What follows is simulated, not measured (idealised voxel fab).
process module | voxel fin reveal
cross-section cut | 215 nm wide | cells 5 nm
A cross-section is a grid of square cells, given in bands from the top down. A band is one or more rows of cells.
Each band's line starts with the height of the band's top and of its bottom, in nm. Then come its materials from left to right, each with its width in nm. One material with "throughout" fills the band from edge to edge. "air" is empty space.
Height 0 is the level under which the wafer as received is all one material. The lowest band goes on downwards, as in "0 down".
A width such as "30 to 40" changes by the same amount from each row of cells to the next, from the band's top row to its bottom row.
"no change" after a step means that no cell of the cross-section changed.
closed voids: empty space of 8 cells or more with no open way to the top, each as width x height at its distance from the left edge, in nm
after a step's settings: what the simulator itself notes on the step
overlay nm, on a step with a mask: how far to the right of its planned place the mask lay; to the left if negative
plan
1 op RECEIVE | material Si
2 op CONFORMAL_DEP | material SiN | thk nm 10
3 op MASKED_ETCH | tone cover | mask id FINS | width nm 15 | pitch nm 45 | etch materials SiN | depth nm 10 | overlay nm 0
4 op MASKED_ETCH | tone cover | mask id FINS | width nm 15 | pitch nm 45 | etch materials Si | depth nm 30 | overlay nm 0
5 op OXIDIZE | depth nm 5
6 op FILL_DEP | material SiO2 | thk nm 15
7 op CMP | height nm 10
8 op SELECTIVE_ETCH | etch materials SiO2 | depth nm 20
9 op STRIP | etch materials SiN
varied across the wafers: width nm of step 4. The plan shows the first wafer's value. All wafers start alike
first wafer as received, after step 1
  0 down: Si throughout
  closed voids: none
first wafer at the end, after step 9
  0 to -10: air 80 | Si 5 | air 40 | Si 5 | air 85
  -10 to -35: SiO2 80 | Si 5 | SiO2 40 | Si 5 | SiO2 85
  -35 down: Si throughout
  closed voids: none
last wafer at the end
  0 to -10: air 80 to 75 | Si 5 to 20 | air 40 to 25 | Si 5 to 20 | air 85 to 75
  -10 to -35: SiO2 75 | Si 20 | SiO2 25 | Si 20 | SiO2 75
  -35 down: Si throughout
  closed voids: none
each wafer at the end: cells of each material gained (+) or lost (-) since it was received, then its closed voids
width nm 15 | -287 Si | +205 SiO2 | closed voids: none
width nm 20 | -275 Si | +195 SiO2 | closed voids: none
width nm 25 | -263 Si | +185 SiO2 | closed voids: none
width nm 30 | -251 Si | +175 SiO2 | closed voids: none
